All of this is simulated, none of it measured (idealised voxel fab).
The process module presented herein is designated voxel wiring stack.
It is cross-section cut that appears here, measuring 240 nm in width, its square cells being 5 nm in size.
How to read a cross-section here: the picture is a grid of square cells, written as bands going from the top down, and any band can span one or more rows of cells.
Basically the band line says how high the top is and how high the bottom is, in nm, and then what's in it from left to right, every material with its width in nm. Empty space shows up as "empty", and if a single material carries "everywhere" it runs the full band edge to edge.
The reference from which all heights are counted is 0, the level beneath which the as-received wafer is entirely one material; the lowest band, having no lower bound, proceeds downward and is written after the example "0 down".
Width spec "30 to 40" -> top row of cells at first value, bottom row at second value, equal per-row change in between.
Take "all unchanged" at face value: in the step it is given for, the cross-section changed in none of its cells.
Empty spaces without an open route to the top, at least 8 cells in extent, make up the entry "Voids, sealed"; each is given as width x height at distance, where the distance is measured from the left edge, and all are in nm.
What comes after the settings on a step's line is commentary from the simulator itself on that step.
"overlay nm" denotes, for a step that has a mask, the displacement of the mask to the right of its planned place, with negative values corresponding to the left.
## Process steps (planned)
step 1: RECEIVE,material Si
step 2: CONFORMAL_DEP,material SiO2,thk nm 15
step 3: CONFORMAL_DEP,material SiN,thk nm 5
step 4: DIRECTIONAL_DEP,material lowk,thk nm 20
step 5: MASKED_ETCH,tone open,mask id METAL_1,width nm 30,pitch nm 50,etch materials lowk,depth nm 20,overlay nm 0
step 6: MASKED_ETCH,tone open,mask id METAL_1,width nm 30,pitch nm 50,etch materials SiN,depth nm 5,overlay nm 0
step 7: CONFORMAL_DEP,material TiN,thk nm 5
step 8: FILL_DEP,material Cu,thk nm 5
step 9: CMP,height nm 40
step 10: CONFORMAL_DEP,material SiCN,thk nm 5
step 11: DIRECTIONAL_DEP,material SiO2,thk nm 35
step 12: DIRECTIONAL_DEP,material aC,thk nm 15
step 13: PATTERN,tone open,mask id METAL_2,material resist,width nm 30,pitch nm 50,thk nm 35,overlay nm 0
step 14: DIRECTIONAL_ETCH,etch materials aC,depth nm 15
step 15: STRIP,etch materials resist
step 16: DIRECTIONAL_ETCH,etch materials SiO2,depth nm 20
step 17: STRIP,etch materials aC
step 18: MASKED_ETCH,tone open,mask id METAL_2_HOLES,width nm 15,pitch nm 50,etch materials SiO2,depth nm 15,overlay nm -15
step 19: MASKED_ETCH,tone open,mask id METAL_2_HOLES,width nm 15,pitch nm 50,etch materials SiCN,depth nm 5,overlay nm 0
step 20: CONFORMAL_DEP,material TiN,thk nm 5
step 21: FILL_DEP,material Cu,thk nm 10
step 22: CMP,height nm 80
step 23: CONFORMAL_DEP,material SiCN,thk nm 5
step 24: DIRECTIONAL_DEP,material SiO2,thk nm 30
step 25: DIRECTIONAL_DEP,material aC,thk nm 15
step 26: PATTERN,tone open,mask id METAL_3_HOLES,material resist,width nm 15,thk nm 30,overlay nm 0
step 27: DIRECTIONAL_ETCH,etch materials aC,depth nm 15
step 28: STRIP,etch materials resist
step 29: DIRECTIONAL_ETCH,etch materials SiO2,depth nm 30
step 30: STRIP,etch materials aC
step 31: DIRECTIONAL_DEP,material aC,thk nm 10
step 32: PATTERN,tone open,mask id METAL_3,material resist,width nm 30,pitch nm 50,thk nm 25,overlay nm 0
step 33: DIRECTIONAL_ETCH,etch materials aC,depth nm 10
step 34: STRIP,etch materials resist
step 35: DIRECTIONAL_ETCH,etch materials SiO2,depth nm 15
step 36: DIRECTIONAL_ETCH,etch materials SiCN,depth nm 5
step 37: STRIP,etch materials aC
step 38: CONFORMAL_DEP,material TiN,thk nm 5
step 39: FILL_DEP,material Cu,thk nm 10
step 40: CMP,height nm 115
step 41: CONFORMAL_DEP,material SiCN,thk nm 5
The overlay nm used in step 18 is not the same on every wafer, whereas the starting condition is; the value printed in the plan is the first wafer's.
## Sectional view: first of several wafers, as received, after step 1
    0 down: Si everywhere
    Voids, sealed: none
## Cross-section of the first of several wafers, taken after step 41, where the module ends
    120 to 115: SiCN everywhere
    115 to 105: SiO2 80 nm, then TiN 5 nm, then Cu 20 nm, then TiN 5 nm, then SiO2 20 nm, then TiN 5 nm, then Cu 20 nm, then TiN 5 nm, then SiO2 80 nm
    105 to 100: SiO2 80 nm, then TiN 5 nm, then Cu 5 nm, then TiN 20 nm, then SiO2 20 nm, then TiN 30 nm, then SiO2 80 nm
    100 to 85: SiO2 80 nm, then TiN 5 nm, then Cu 5 nm, then TiN 5 nm, then SiO2 145 nm
    85 to 80: SiCN 80 nm, then TiN 15 nm, then SiCN 145 nm
    80 to 70: SiO2 65 nm, then TiN 5 nm, then Cu 35 nm, then TiN 5 nm, then SiO2 5 nm, then TiN 5 nm, then Cu 35 nm, then TiN 5 nm, then SiO2 80 nm
    70 to 65: SiO2 65 nm, then TiN 20 nm, then Cu 20 nm, then TiN 5 nm, then SiO2 5 nm, then TiN 20 nm, then Cu 20 nm, then TiN 5 nm, then SiO2 80 nm
    65 to 60: SiO2 80 nm, then TiN 30 nm, then SiO2 20 nm, then TiN 30 nm, then SiO2 80 nm
    60 to 45: SiO2 everywhere
    45 to 40: SiCN everywhere
    40 to 20: lowk 80 nm, then TiN 5 nm, then Cu 20 nm, then TiN 5 nm, then lowk 20 nm, then TiN 5 nm, then Cu 20 nm, then TiN 5 nm, then lowk 80 nm
    20 to 15: SiN 80 nm, then TiN 30 nm, then SiN 20 nm, then TiN 30 nm, then SiN 80 nm
    15 to 0: SiO2 everywhere
    0 down: Si everywhere
    Voids, sealed: none
## Cross-section, last wafer, module completion
    120 to 115: SiCN everywhere
    115 to 105: SiO2 80 nm, then TiN 5 nm, then Cu 20 nm, then TiN 5 nm, then SiO2 20 nm, then TiN 5 nm, then Cu 20 nm, then TiN 5 nm, then SiO2 80 nm
    105 to 100: SiO2 80 nm, then TiN 5 nm, then Cu 5 nm, then TiN 20 nm, then SiO2 20 nm, then TiN 30 nm, then SiO2 80 nm
    100 to 85: SiO2 80 nm, then TiN 5 nm, then Cu 5 nm, then TiN 5 nm, then SiO2 145 nm
    85 to 80: SiCN 80 nm, then TiN 15 nm, then SiCN 145 nm
    80 to 65: SiO2 80 nm, then TiN 5 nm, then Cu 20 nm, then TiN 5 nm, then SiO2 20 nm, then TiN 5 nm, then Cu 20 nm, then TiN 5 nm, then SiO2 80 nm
    65 to 60: SiO2 80 nm, then TiN 20 nm, then Cu 5 nm, then TiN 5 nm, then SiO2 20 nm, then TiN 20 nm, then Cu 5 nm, then TiN 5 nm, then SiO2 80 nm
    60 to 50: SiO2 95 nm, then TiN 5 nm, then Cu 5 nm, then TiN 5 nm, then SiO2 35 nm, then TiN 5 nm, then Cu 5 nm, then TiN 5 nm, then SiO2 80 nm
    50 to 45: SiO2 95 nm, then TiN 15 nm, then SiO2 35 nm, then TiN 15 nm, then SiO2 80 nm
    45 to 40: SiCN everywhere
    40 to 20: lowk 80 nm, then TiN 5 nm, then Cu 20 nm, then TiN 5 nm, then lowk 20 nm, then TiN 5 nm, then Cu 20 nm, then TiN 5 nm, then lowk 80 nm
    20 to 15: SiN 80 nm, then TiN 30 nm, then SiN 20 nm, then TiN 30 nm, then SiN 80 nm
    15 to 0: SiO2 everywhere
    0 down: Si everywhere
    Voids, sealed: none
## Per wafer, end of module: cells gained (+) or lost (-) per material since receipt, then closed voids
overlay nm -15; +88 Cu; +141 SiCN; +36 SiN; +657 SiO2; +86 TiN; +144 lowk; Voids, sealed: none
overlay nm -10; +84 Cu; +139 SiCN; +36 SiN; +657 SiO2; +92 TiN; +144 lowk; Voids, sealed: none
overlay nm -5; +80 Cu; +137 SiCN; +36 SiN; +657 SiO2; +98 TiN; +144 lowk; Voids, sealed: none
overlay nm 0; +84 Cu; +135 SiCN; +36 SiN; +657 SiO2; +96 TiN; +144 lowk; Voids, sealed: none
overlay nm 5; +82 Cu; +137 SiCN; +36 SiN; +657 SiO2; +96 TiN; +144 lowk; Voids, sealed: none
overlay nm 10; +82 Cu; +139 SiCN; +36 SiN; +657 SiO2; +94 TiN; +144 lowk; Voids, sealed: none
overlay nm 15; +82 Cu; +141 SiCN; +36 SiN; +657 SiO2; +92 TiN; +144 lowk; Voids, sealed: none
